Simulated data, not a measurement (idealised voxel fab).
Documented hereafter: the process module known as voxel trench capacitor.
Shown is cross-section cut, with a width of 245 nm and square cells of size 5 nm.
In what follows, cross-sections appear as grids of square cells, described through bands that run from the top down, where every band is one or more rows of cells. A band entry consists of two parts. The first gives the height of the band's top and the height of its bottom, in nm. The rest lists the band's materials from left to right, each with its width in nm. A single material labelled with the word "all across" fills the band from edge to edge, and the word "blank" marks empty space. Counting heights begins at 0, where everything beneath is, in the wafer as received, one material. The lowest band has no bottom; it goes on downwards, as "from 0 down" shows. The two numbers in a width such as "30 to 40" mark its ends across the band: the first belongs to the top row of cells, the second to the bottom row, and from each row to the next the width moves by the same amount. "no change", as given for a step, is the statement that not any cell of the cross-section underwent a change during that step. Empty spaces without an open route to the top, at least 8 cells in extent, make up the entry "Closed-off voids"; each is given as width x height at distance, where the distance is measured from the left edge, and all are in nm. What comes after the settings on a step's line is commentary from the simulator itself on that step. Each step line may optionally specify "overlay nm", which for a step with a mask gives the rightward distance between the mask's planned place and where it lay, a negative value indicating the leftward direction.
The steps planned for the process are as follows
1 RECEIVE [material Si]
2 CONFORMAL_DEP [material SiN] [thk nm 5]
3 PATTERN [tone open] [mask id TRENCH] [material resist] [width nm 15] [pitch nm 50] [thk nm 15] [overlay nm 0]
4 DIRECTIONAL_ETCH [etch materials SiN] [depth nm 5]
5 DIRECTIONAL_ETCH [etch materials Si] [depth nm 40]
6 STRIP [etch materials resist]
7 CONFORMAL_DEP [material Al2O3] [thk nm 5]
8 CONFORMAL_DEP [material TiN] [thk nm 5]
9 FILL_DEP [material W] [thk nm 10]
10 CMP [height nm 5]
Don't read the plan's width nm for step 3 as applying to every wafer: that's the first wafer's value, and the wafers differ in it, though they all start identical.
Here's the first of the wafers in cross-section, just as we got it, i.e. after step 1
  from 0 down  Si all across
  Closed-off voids: none
Wafer cross-section (first of several) - module end, post step 10 (last step)
  from 5 to 0  90 SiN  5 Al2O3  5 TiN  5 Al2O3  35 SiN  5 Al2O3  5 TiN  5 Al2O3  90 SiN
  from 0 to -35  90 Si  5 Al2O3  5 TiN  5 Al2O3  35 Si  5 Al2O3  5 TiN  5 Al2O3  90 Si
  from -35 to -40  90 Si  15 Al2O3  35 Si  15 Al2O3  90 Si
  from -40 down  Si all across
  Closed-off voids: none
Of the several wafers, the last: cross-section at the end of the module
  from 5 to 0  80 SiN  5 Al2O3  5 TiN  15 W  5 TiN  5 Al2O3  15 SiN  5 Al2O3  5 TiN  15 W  5 TiN  5 Al2O3  80 SiN
  from 0 to -30  80 Si  5 Al2O3  5 TiN  15 W  5 TiN  5 Al2O3  15 Si  5 Al2O3  5 TiN  15 W  5 TiN  5 Al2O3  80 Si
  from -30 to -35  80 Si  5 Al2O3  25 TiN  5 Al2O3  15 Si  5 Al2O3  25 TiN  5 Al2O3  80 Si
  from -35 to -40  80 Si  35 Al2O3  15 Si  35 Al2O3  80 Si
  from -40 down  Si all across
  Closed-off voids: none
Below: a row per wafer. Contents at end of module: for every material, cells gained since receipt (+) or lost since receipt (-); then closed voids
width nm 15, +38 Al2O3, -48 Si, +43 SiN, +16 TiN, Closed-off voids: none
width nm 20, +40 Al2O3, -64 Si, +41 SiN, +32 TiN, Closed-off voids: none
width nm 25, +42 Al2O3, -80 Si, +39 SiN, +34 TiN, +14 W, Closed-off voids: none
width nm 30, +44 Al2O3, -96 Si, +37 SiN, +36 TiN, +28 W, Closed-off voids: none
width nm 35, +46 Al2O3, -112 Si, +35 SiN, +38 TiN, +42 W, Closed-off voids: none
